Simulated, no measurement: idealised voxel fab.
Module name: voxel double patterning (process module)
215 nm wide, 5 nm square cells: that's cross-section cut.
Square cells in a grid make up a cross-section in this document, and the grid is given as bands, listed from the top down, each one or more rows of cells.
It is stipulated that each band's entry specify, in nanometres, the height of the top of the band and then that of its bottom, followed by the materials of the band in left-to-right sequence, each together with its width in nanometres. A single material marked by the word "all across" is understood to fill the band from edge to edge; the word "blank" is understood to denote empty space.
Heights from 0 (as-received wafer is one material below). Bottom band endless downward, as "top 0, no bottom".
Think of "30->40" as a width that walks from the first number to the second as you go down the band, top row to bottom row, taking equal-sized steps from row to row.
Step marked "same as before"? Then no cell in the cross-section changed in it.
In "Sealed-off cavities" the enclosed voids are listed, meaning empty spaces of 8 cells or larger without any opening to the top. The form is width x height at distance, distance from the left edge, units nm.
The remark found on a step's line after its settings is issued by the simulator itself and pertains to that step.
overlay nm: for a step with a mask, the amount by which the mask lay right of where it was planned; a negative amount means left of it.

### Listed below are the process steps as planned
1 RECEIVE: material Si
2 CONFORMAL_DEP: material SiO2, thk nm 5
3 DIRECTIONAL_DEP: material TiN, thk nm 20
4 DIRECTIONAL_DEP: material SiCN, thk nm 5
5 PATTERN: tone open, mask id FIRST, material resist, width nm 15, pitch nm 50, thk nm 15, overlay nm 0
6 DIRECTIONAL_ETCH: etch materials SiCN, depth nm 5
7 STRIP: etch materials resist
8 PATTERN: tone open, mask id SECOND, material resist, width nm 15, thk nm 20, overlay nm 0
9 DIRECTIONAL_ETCH: etch materials SiCN, depth nm 5
10 STRIP: etch materials resist
11 DIRECTIONAL_ETCH: etch materials TiN, depth nm 20
12 STRIP: etch materials SiCN

### The cross-section here shows the wafer as received, i.e. in its state after step 1
top 0, no bottom  Si all across
Sealed-off cavities: none

### Looking at the first of two wafers in cross-section at end of module - ran to plan
top 25, bottom 5  75 nm TiN, then 15 nm blank, then 10 nm TiN, then 15 nm blank, then 10 nm TiN, then 15 nm blank, then 75 nm TiN
top 5, bottom 0  SiO2 all across
top 0, no bottom  Si all across
Sealed-off cavities: none

### Cross-section at end of module for the second wafer of two, which matched the first in starting point and plan and differed by one mistake in its processing
top 30, bottom 25  75 nm SiCN, then 15 nm blank, then 10 nm SiCN, then 15 nm blank, then 10 nm SiCN, then 15 nm blank, then 75 nm SiCN
top 25, bottom 5  75 nm TiN, then 15 nm blank, then 10 nm TiN, then 15 nm blank, then 10 nm TiN, then 15 nm blank, then 75 nm TiN
top 5, bottom 0  SiO2 all across
top 0, no bottom  Si all across
Sealed-off cavities: none
Misprocessing identified: yeah, step 12 of the plan got skipped, never ran
Counted in cells at the end, the second wafer holds more or fewer of these materials than the first: 34 more of SiCN
